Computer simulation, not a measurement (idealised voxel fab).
process module | voxel self aligned vias
cross-section cut | 165 nm wide | cells 5 nm
A cross-section is a grid of square cells, given in bands from the top down. A band is one or more rows of cells.
Each band's line starts with the height of the band's top and of its bottom, in nm. Then come its materials from left to right, each with its width in nm. One material with "throughout" fills the band from edge to edge. "air" is empty space.
Height 0 is the level under which the wafer as received is all one material. The lowest band goes on downwards, as in "0 down".
A width such as "30 to 40" changes by the same amount from each row of cells to the next, from the band's top row to its bottom row.
"no change" after a step means that no cell of the cross-section changed.
closed voids: empty space of 8 cells or more with no open way to the top, each as width x height at its distance from the left edge, in nm
after a step's settings: what the simulator itself notes on the step
overlay nm, on a step with a mask: how far to the right of its planned place the mask lay; to the left if negative
plan
1 op RECEIVE | material Si
2 op CONFORMAL_DEP | material SiO2 | thk nm 15
3 op CONFORMAL_DEP | material SiCN | thk nm 5
4 op DIRECTIONAL_DEP | material SiO2 | thk nm 30
5 op PATTERN | tone open | mask id LINES | material resist | width nm 25 | pitch nm 75 | thk nm 20 | overlay nm 0
6 op DIRECTIONAL_ETCH | etch materials SiO2 | depth nm 30
7 op STRIP | etch materials resist
8 op CONFORMAL_DEP | material TiN | thk nm 5
9 op FILL_DEP | material Ru | thk nm 5
10 op CMP | height nm 50
11 op SELECTIVE_ETCH | etch materials W Ru TiN | depth nm 5
12 op FILL_DEP | material SiN | thk nm 5
13 op CMP | height nm 40
14 op DIRECTIONAL_DEP | material SiO2 | thk nm 20
15 op PATTERN | tone open | mask id VIAS | material resist | width nm 45 | pitch nm 75 | thk nm 20 | overlay nm 0
16 op DIRECTIONAL_ETCH | etch materials SiO2 | depth nm 20
17 op DIRECTIONAL_ETCH | etch materials SiN | depth nm 5
18 op STRIP | etch materials resist
19 op CONFORMAL_DEP | material TiN | thk nm 5
20 op FILL_DEP | material Cu | thk nm 10
21 op CMP | height nm 70
22 op CONFORMAL_DEP | material SiN | thk nm 5
varied across the wafers: height nm of step 13. The plan shows the first wafer's value. All wafers start alike
first wafer as received, after step 1
  0 down: Si throughout
  closed voids: none
first wafer at the end, after step 22
  75 to 70: SiN throughout
  70 to 65: Cu throughout
  65 to 60: TiN 25 | Cu 35 | TiN 40 | Cu 35 | TiN 30
  60 to 45: SiO2 20 | TiN 5 | Cu 35 | TiN 5 | SiO2 30 | TiN 5 | Cu 35 | TiN 5 | SiO2 25
  45 to 40: SiO2 20 | TiN 45 | SiO2 30 | TiN 45 | SiO2 25
  40 to 25: SiO2 30 | TiN 5 | Ru 15 | TiN 5 | SiO2 50 | TiN 5 | Ru 15 | TiN 5 | SiO2 35
  25 to 20: SiO2 30 | TiN 25 | SiO2 50 | TiN 25 | SiO2 35
  20 to 15: SiCN throughout
  15 to 0: SiO2 throughout
  0 down: Si throughout
  closed voids: none
last wafer at the end
  75 to 70: SiN throughout
  70 to 55: SiO2 20 | TiN 5 | Cu 35 | TiN 5 | SiO2 30 | TiN 5 | Cu 35 | TiN 5 | SiO2 25
  55 to 50: SiN 20 | TiN 45 | SiN 30 | TiN 45 | SiN 25
  50 to 45: SiO2 30 | SiN 25 | SiO2 50 | SiN 25 | SiO2 35
  45 to 25: SiO2 30 | TiN 5 | Ru 15 | TiN 5 | SiO2 50 | TiN 5 | Ru 15 | TiN 5 | SiO2 35
  25 to 20: SiO2 30 | TiN 25 | SiO2 50 | TiN 25 | SiO2 35
  20 to 15: SiCN throughout
  15 to 0: SiO2 throughout
  0 down: Si throughout
  closed voids: none
each wafer at the end: cells of each material gained (+) or lost (-) since it was received, then its closed voids
height nm 40 | +89 Cu | +18 Ru | +33 SiCN | +33 SiN | +251 SiO2 | +71 TiN | closed voids: none
height nm 45 | +56 Cu | +24 Ru | +33 SiCN | +33 SiN | +274 SiO2 | +75 TiN | closed voids: none
height nm 50 | +48 Cu | +24 Ru | +33 SiCN | +33 SiN | +297 SiO2 | +60 TiN | closed voids: none
height nm 55 | +42 Cu | +24 Ru | +33 SiCN | +58 SiN | +282 SiO2 | +56 TiN | closed voids: none
